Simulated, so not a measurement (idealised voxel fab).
process module | voxel self aligned contacts
cross-section cut | 270 nm wide | cells 5 nm
A cross-section is a grid of square cells, given in bands from the top down. A band is one or more rows of cells.
Each band's line starts with the height of the band's top and of its bottom, in nm. Then come its materials from left to right, each with its width in nm. One material with "throughout" fills the band from edge to edge. "air" is empty space.
Height 0 is the level under which the wafer as received is all one material. The lowest band goes on downwards, as in "0 down".
A width such as "30 to 40" changes by the same amount from each row of cells to the next, from the band's top row to its bottom row.
"no change" after a step means that no cell of the cross-section changed.
closed voids: empty space of 8 cells or more with no open way to the top, each as width x height at its distance from the left edge, in nm
after a step's settings: what the simulator itself notes on the step
overlay nm, on a step with a mask: how far to the right of its planned place the mask lay; to the left if negative
plan
1 op RECEIVE | material Si
2 op OXIDIZE | depth nm 5
3 op DIRECTIONAL_DEP | material polySi | thk nm 30
4 op DIRECTIONAL_DEP | material SiN | thk nm 20
5 op DIRECTIONAL_DEP | material aC | thk nm 15
6 op PATTERN | tone cover | mask id GATE | material resist | width nm 25 | pitch nm 55 | thk nm 30 | overlay nm 0
7 op DIRECTIONAL_ETCH | etch materials aC | depth nm 15
8 op STRIP | etch materials resist
9 op DIRECTIONAL_ETCH | etch materials SiN | depth nm 20
10 op DIRECTIONAL_ETCH | etch materials polySi | depth nm 30
11 op STRIP | etch materials aC
12 op CONFORMAL_DEP | material SiN | thk nm 5
13 op DIRECTIONAL_ETCH | etch materials SiN | depth nm 5
14 op FILL_DEP | material SiO2 | thk nm 15
15 op CMP | height nm 60
16 op MASKED_ETCH | tone open | mask id CONTACT | width nm 40 | etch materials SiO2 | depth nm 65 | overlay nm 0
17 op CONFORMAL_DEP | material TiN | thk nm 5
18 op FILL_DEP | material W | thk nm 5
19 op CMP | height nm 60
20 op CONFORMAL_DEP | material SiCN | thk nm 5
as received, after step 1
  0 down: Si throughout
  closed voids: none
a wafer at the end: this start, this plan, one mistake
  70 to 65: SiCN throughout
  65 to 60: TiN 120 | W 30 | TiN 120
  60 to 50: SiO2 115 | TiN 5 to 15 | W 30 to 10 | TiN 5 to 15 | SiO2 115
  50 to 30: SiO2 90 | SiN 35 | TiN 5 | W 10 | TiN 5 | SiN 35 | SiO2 90
  30 to 0: SiO2 90 | SiN 5 | polySi 25 | SiN 5 | TiN 5 | W 10 | TiN 5 | SiN 5 | polySi 25 | SiN 5 | SiO2 90
  0 to -5: SiO2 125 | TiN 20 | SiO2 125
  -5 down: Si throughout
  closed voids: none
what went wrong: step 19 ran as: op CMP | height nm 65
